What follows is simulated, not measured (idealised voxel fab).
This section sets out a process module, namely voxel ribs on slabs.
The cross-section on display is named cut; it measures 295 nm wide, and its cells are 5 nm squares.
Heads up, the way a cross-section reads in here is a grid of square cells, handed over as bands from the top down, with every band being one or more rows of cells. Quick guide to a band line: top height, bottom height (nm) up front; then every material left to right with its width in nm. Only one material and it's marked "full width"? Then it fills the band edge to edge. And "empty" just means empty space. It should be noted that heights are counted from 0, beneath which the wafer as supplied is of one material throughout, and that the lowest band possesses no lower boundary but continues downward, as written in "0 down". A width such as "30->40" changes by the same amount from each row of cells to the next, from the band's top row to its bottom row. Reading "nothing different" for a step: not a cell of the cross-section changed in it. "Closed void entries" enumerates empty spaces isolated from the top, with no open way to it, that contain at least 8 cells, giving each as width x height at distance from the left edge, all three in nm. Anything after a step's settings on that line? It's the simulator's own note about the step. The optional step-line setting "overlay nm" applies to steps with a mask and quantifies how far to the right of its planned location the mask lay, a negative value indicating leftward placement.

So here's the lineup of process steps we planned:
1) RECEIVE (material Si)
2) DIRECTIONAL_DEP (material SiO2; thk nm 25)
3) DIRECTIONAL_DEP (material SiN; thk nm 25)
4) PATTERN (tone cover; mask id RIB; material resist; width nm 15; thk nm 15; overlay nm 0)
5) DIRECTIONAL_ETCH (etch materials SiN; depth nm 5)
6) STRIP (etch materials resist)
7) MASKED_ETCH (tone cover; mask id SLAB; width nm 55; etch materials SiN; depth nm 20; overlay nm 0)
8) FILL_DEP (material SiO2; thk nm 30)
9) CMP (height nm 70)
10) DIRECTIONAL_DEP (material TiN; thk nm 10)
11) MASKED_ETCH (tone cover; mask id HEATER; width nm 25; etch materials TiN; depth nm 10; overlay nm 0)
12) CONFORMAL_DEP (material SiO2; thk nm 5)

First wafer out of two, processed as planned:

Here's what the wafer looked like in cross-section when it arrived - that's after step 1:
> 0 down = Si full width
> Closed void entries: none

Cross-section: wafer state after step 2:
> 25 to 0 = SiO2 full width
> Below 0, the layers are the same as they were.

Cross-section: wafer state after step 3:
> 50 to 25 = SiN full width
> Below 25, the layers are the same as they were.

Cross-section: wafer state after step 4:
> 65 to 50 = empty 140  resist 15  empty 140
> Below 50, the layers are the same as they were.

Cross-section: wafer state after step 5:
> 65 to 50 = empty 140  resist 15  empty 140
> 50 to 45 = empty 140  SiN 15  empty 140
> Below 45, the layers are the same as they were.

Cross-section: wafer state after step 6:
> 50 to 45 = empty 140  SiN 15  empty 140
> Below 45, the layers are the same as they were.

Cross-section: wafer state after step 7:
> 50 to 45 = empty 140  SiN 15  empty 140
> 45 to 25 = empty 120  SiN 55  empty 120
> Below 25, the layers are the same as they were.

Cross-section: wafer state after step 8:
> 80 to 50 = SiO2 full width
> 50 to 45 = SiO2 140  SiN 15  SiO2 140
> 45 to 25 = SiO2 120  SiN 55  SiO2 120
> Below 25, the layers are the same as they were.

Cross-section: wafer state after step 9:
> 70 to 50 = SiO2 full width
> Below 50, the layers are the same as they were.

Cross-section: wafer state after step 10:
> 80 to 70 = TiN full width
> Below 70, the layers are the same as they were.

Cross-section: wafer state after step 11:
> 80 to 70 = empty 135  TiN 25  empty 135
> Below 70, the layers are the same as they were.

Cross-section: wafer state after step 12:
> 85 to 80 = empty 130  SiO2 35  empty 130
> 80 to 75 = empty 130  SiO2 5  TiN 25  SiO2 5  empty 130
> 75 to 70 = SiO2 135  TiN 25  SiO2 135
> Below 70, the layers are the same as they were.

Wafer two: like wafer one in start and plan, but with one mistake in execution; identical up to and including step 2:

Second wafer shown in cross-section at the time step 3 was slated to end:
> 75 to 25 = SiN full width
> Below 25, the layers are the same as they were.

Second wafer shown in cross-section at the time step 4 was slated to end:
> 90 to 75 = empty 140  resist 15  empty 140
> Below 75, the layers are the same as they were.

Second wafer shown in cross-section at the time step 5 was slated to end:
> 90 to 75 = empty 140  resist 15  empty 140
> 75 to 70 = empty 140  SiN 15  empty 140
> Below 70, the layers are the same as they were.

Second wafer shown in cross-section at the time step 6 was slated to end:
> 75 to 70 = empty 140  SiN 15  empty 140
> Below 70, the layers are the same as they were.

Second wafer shown in cross-section at the time step 7 was slated to end:
> 75 to 70 = empty 140  SiN 15  empty 140
> 70 to 50 = empty 120  SiN 55  empty 120
> Below 50, the layers are the same as they were.

Second wafer shown in cross-section at the time step 8 was slated to end:
> 105 to 75 = SiO2 full width
> 75 to 70 = SiO2 140  SiN 15  SiO2 140
> 70 to 50 = SiO2 120  SiN 55  SiO2 120
> Below 50, the layers are the same as they were.

Second wafer shown in cross-section at the time step 9 was slated to end:
> 70 to 50 = SiO2 120  SiN 55  SiO2 120
> Below 50, the layers are the same as they were.

Second wafer shown in cross-section at the time step 10 was slated to end:
> 80 to 70 = TiN full width
> Below 70, the layers are the same as they were.

Second wafer shown in cross-section at the time step 11 was slated to end:
> 80 to 70 = empty 135  TiN 25  empty 135
> Below 70, the layers are the same as they were.

Second wafer shown in cross-section at the time step 12 was slated to end:
> 85 to 80 = empty 130  SiO2 35  empty 130
> 80 to 75 = empty 130  SiO2 5  TiN 25  SiO2 5  empty 130
> 75 to 70 = SiO2 135  TiN 25  SiO2 135
> Below 70, the layers are the same as they were.
In executing the process, a mistake was made relative to the plan: step 3 of the plan was performed twice
Wrapping up, a cell-based count of both wafers puts the second over or under the first for these materials: SiN: 292 more | SiO2: 292 fewer
